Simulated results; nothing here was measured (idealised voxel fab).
Process module name: voxel transistor to metal
We display cut, a cross-section 180 nm in width whose square cells are each 5 nm.
Cross-section layout: square cells on a grid; listed as bands, top to bottom; a band spans one or more cell rows.
Heights first: top, then bottom, in nm. Then materials, left to right, each with a width in nm. "all across" on a single material: fills the band edge to edge. "blank": empty space.
Zero point of the height axis is 0; under it, received wafer = one material. Lowest band: continues down indefinitely, "0 and below".
The two numbers in a width such as "30..40" mark its ends across the band: the first belongs to the top row of cells, the second to the bottom row, and from each row to the next the width moves by the same amount.
Any step labelled "remained unchanged" changed none of the cells in the cross-section.
The entry titled "closed voids" provides the empty spaces that have no open way to the top, restricted to those of 8 cells or more. Each is presented as width x height at distance, the distance being measured from the left edge, with all three in nm.
On a step's line, text after the settings is the simulator commenting on that step.
Among the settings permitted on a step's line is "overlay nm"; applied to a step with a mask, it specifies the extent to which the mask lay to the right of its planned position, whereas a negative figure signifies a position to the left.
-- Listed below are the process steps as planned
1,RECEIVE, material Si
2,OXIDIZE, depth nm 5
3,CONFORMAL_DEP, material SiN, thk nm 15
4,DIRECTIONAL_DEP, material aC, thk nm 10
5,PATTERN, tone cover, mask id ACTIVE, material resist, width nm 100, thk nm 25, overlay nm 0
6,DIRECTIONAL_ETCH, etch materials aC, depth nm 10
7,STRIP, etch materials resist
8,DIRECTIONAL_ETCH, etch materials SiN, depth nm 15
9,DIRECTIONAL_ETCH, etch materials SiO2, depth nm 5
10,DIRECTIONAL_ETCH, etch materials Si, depth nm 30
11,STRIP, etch materials aC
12,FILL_DEP, material SiO2, thk nm 5
13,CMP, height nm 15
14,SELECTIVE_ETCH, etch materials SiO2, depth nm 15
15,STRIP, etch materials SiN
16,SELECTIVE_ETCH, etch materials SiO2, depth nm 5
17,OXIDIZE, depth nm 5
18,DIRECTIONAL_DEP, material polySi, thk nm 30
19,DIRECTIONAL_DEP, material SiCN, thk nm 15
20,PATTERN, tone cover, mask id GATE, material resist, width nm 20, thk nm 20, overlay nm 0
21,DIRECTIONAL_ETCH, etch materials SiCN, depth nm 25
22,DIRECTIONAL_ETCH, etch materials polySi, depth nm 40
23,STRIP, etch materials resist
24,CONFORMAL_DEP, material SiO2, thk nm 5
25,DIRECTIONAL_ETCH, etch materials SiO2, depth nm 5
26,CONFORMAL_DEP, material SiN, thk nm 10
27,DIRECTIONAL_ETCH, etch materials SiN, depth nm 10
28,DIRECTIONAL_ETCH, etch materials SiO2, depth nm 5
29,EPI, material SiGe, thk nm 5
30,FILL_DEP, material SiO2, thk nm 10
31,CMP, height nm 40
32,DIRECTIONAL_DEP, material SiO2, thk nm 15
33,MASKED_ETCH, tone open, mask id CONTACT, width nm 30, pitch nm 60, etch materials SiO2, depth nm 60, overlay nm 0
34,CONFORMAL_DEP, material TiN, thk nm 5
35,FILL_DEP, material W, thk nm 10
36,CMP, height nm 55
37,CONFORMAL_DEP, material SiCN, thk nm 5
38,DIRECTIONAL_DEP, material lowk, thk nm 20
39,MASKED_ETCH, tone open, mask id METAL_1, width nm 15, pitch nm 75, etch materials lowk, depth nm 20, overlay nm 0
40,MASKED_ETCH, tone open, mask id METAL_1, width nm 15, pitch nm 75, etch materials SiCN, depth nm 5, overlay nm 0
41,CONFORMAL_DEP, material TiN, thk nm 5
42,FILL_DEP, material Cu, thk nm 5
43,CMP, height nm 80
44,EPI, material Ru, thk nm 5
45,FILL_DEP, material SiCN, thk nm 5
46,DIRECTIONAL_DEP, material lowk, thk nm 30
47,MASKED_ETCH, tone open, mask id METAL_2, width nm 15, pitch nm 75, etch materials lowk, depth nm 15, overlay nm 0
48,PATTERN, tone open, mask id METAL_2_HOLES, material resist, width nm 15, pitch nm 75, thk nm 20, overlay nm 0
49,DIRECTIONAL_ETCH, etch materials lowk, depth nm 15
50,DIRECTIONAL_ETCH, etch materials SiCN, depth nm 5
51,STRIP, etch materials resist
52,CONFORMAL_DEP, material TiN, thk nm 5
53,FILL_DEP, material Cu, thk nm 10
54,CMP, height nm 120
55,CONFORMAL_DEP, material SiCN, thk nm 5
-- Shown in cross-section is the wafer as received, that is, as it stands after step 1
- 0 and below = Si all across
- closed voids: none
-- Cross-section, end of module. Start: as above. Plan: as above. Execution: one mistake
- 125 down to 120 = SiCN all across
- 120 down to 90 = 45 lowk / 5 TiN / 5 Cu / 5 TiN / 60 lowk / 5 TiN / 5 Cu / 5 TiN / 45 lowk
- 90 down to 85 = 45 SiCN / 15 TiN / 60 SiCN / 15 TiN / 45 SiCN
- 85 down to 80 = 50 Ru / 5 SiCN / 70 Ru / 5 SiCN / 50 Ru
- 80 down to 65 = 40 Cu / 5 TiN / 15 lowk / 5 TiN / 50 Cu / 5 TiN / 15 lowk / 5 TiN / 40 Cu
- 65 down to 60 = 45 TiN / 15 lowk / 60 TiN / 15 lowk / 45 TiN
- 60 down to 55 = SiCN all across
- 55 down to 45 = 45 SiO2 / 5 TiN / 20 W / 5 TiN / 30 SiO2 / 5 TiN / 20 W / 5 TiN / 45 SiO2
- 45 down to 40 = 45 SiO2 / 5 TiN / 10 W / 15 TiN / 30 SiO2 / 15 TiN / 10 W / 5 TiN / 45 SiO2
- 40 down to 25 = 45 SiO2 / 5 TiN / 10 W / 5 TiN / 10 SiN / 5 SiO2 / 20 SiCN / 5 SiO2 / 10 SiN / 5 TiN / 10 W / 5 TiN / 45 SiO2
- 25 down to 0 = 45 SiO2 / 5 TiN / 10 W / 5 TiN / 10 SiN / 5 SiO2 / 20 polySi / 5 SiO2 / 10 SiN / 5 TiN / 10 W / 5 TiN / 45 SiO2
- 0 down to -5 = 45 SiO2 / 20 TiN / 10 SiN / 5 SiO2 / 20 polySi / 5 SiO2 / 10 SiN / 20 TiN / 45 SiO2
- -5 down to -10 = 35 SiO2 / 30 SiGe / 50 SiO2 / 30 SiGe / 35 SiO2
- -10 down to -35 = 40 SiO2 / 100 Si / 40 SiO2
- -35 and below = Si all across
- closed voids: none
Error vs. plan: step 39 off recipe, ran as MASKED_ETCH, tone cover, mask id METAL_1, width nm 15, pitch nm 75, etch materials lowk, depth nm 20, overlay nm 0
